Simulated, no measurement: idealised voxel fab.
Process module heading - voxel spacer lines
Displayed cross-section: cut, width of 145 nm, square cells sized 5 nm.
Cross-sections here: square-cell grids, written as top-down lists of bands, a band being one or more rows of cells.
Each band's line starts with the height of the band's top and of its bottom, in nm. Then come its materials from left to right, each with its width in nm. One material with "throughout" fills the band from edge to edge. "empty" is empty space.
Heights from 0 (as-received wafer is one material below). Bottom band endless downward, as "0 -> down".
Think of "30->40" as a width that walks from the first number to the second as you go down the band, top row to bottom row, taking equal-sized steps from row to row.
Take "remained unchanged" at face value: in the step it is given for, the cross-section changed in none of its cells.
If an empty space has no open way to the top and is at least 8 cells in size, "Closed cavity list" lists it, written width x height at distance, where distance is measured from the left edge and every value is in nm.
What comes after the settings on a step's line is commentary from the simulator itself on that step.
overlay nm: for a step with a mask, the amount by which the mask lay right of where it was planned; a negative amount means left of it.
## Intended process steps
1. RECEIVE | material Si
2. CONFORMAL_DEP | material Al2O3 | thk nm 5
3. DIRECTIONAL_DEP | material W | thk nm 15
4. DIRECTIONAL_DEP | material polySi | thk nm 20
5. PATTERN | tone cover | mask id MANDREL | material resist | width nm 15 | pitch nm 50 | thk nm 30 | overlay nm 0
6. DIRECTIONAL_ETCH | etch materials polySi | depth nm 20
7. STRIP | etch materials resist
8. CONFORMAL_DEP | material SiN | thk nm 10
9. DIRECTIONAL_ETCH | etch materials SiN | depth nm 10
10. STRIP | etch materials polySi
11. DIRECTIONAL_ETCH | etch materials W | depth nm 15
12. STRIP | etch materials SiN
13. FILL_DEP | material SiO2 | thk nm 5
14. CMP | height nm 20
Across this set of wafers, the varied parameter is the width nm of step 5. Starting conditions are identical for every wafer, and the plan reports the value assigned to the first wafer.
## Cross-section: the first of several wafers in its as-received state, i.e. following step 1
    0 -> down  Si throughout
    Closed cavity list: none
## First of several wafers, sectioned at end of module (last step: step 14)
    20 -> 5  30 SiO2 | 10 W | 15 SiO2 | 10 W | 15 SiO2 | 10 W | 15 SiO2 | 10 W | 30 SiO2
    5 -> 0  Al2O3 throughout
    0 -> down  Si throughout
    Closed cavity list: none
## Sectional view of the last wafer upon completion of the module
    20 -> 5  25 SiO2 | 10 W | 30 SiO2 | 20 W | 30 SiO2 | 10 W | 20 SiO2
    5 -> 0  Al2O3 throughout
    0 -> down  Si throughout
    Closed cavity list: none
## What follows is a table in which each wafer occupies a row; for the wafer as it stands at the close of the module, the row states, material by material, how many cells have been gained (+) or lost (-) since receipt, and then gives its closed voids
width nm 15, +29 Al2O3, +63 SiO2, +24 W, Closed cavity list: none
width nm 20, +29 Al2O3, +63 SiO2, +24 W, Closed cavity list: none
width nm 25, +29 Al2O3, +63 SiO2, +24 W, Closed cavity list: none
width nm 30, +29 Al2O3, +63 SiO2, +24 W, Closed cavity list: none
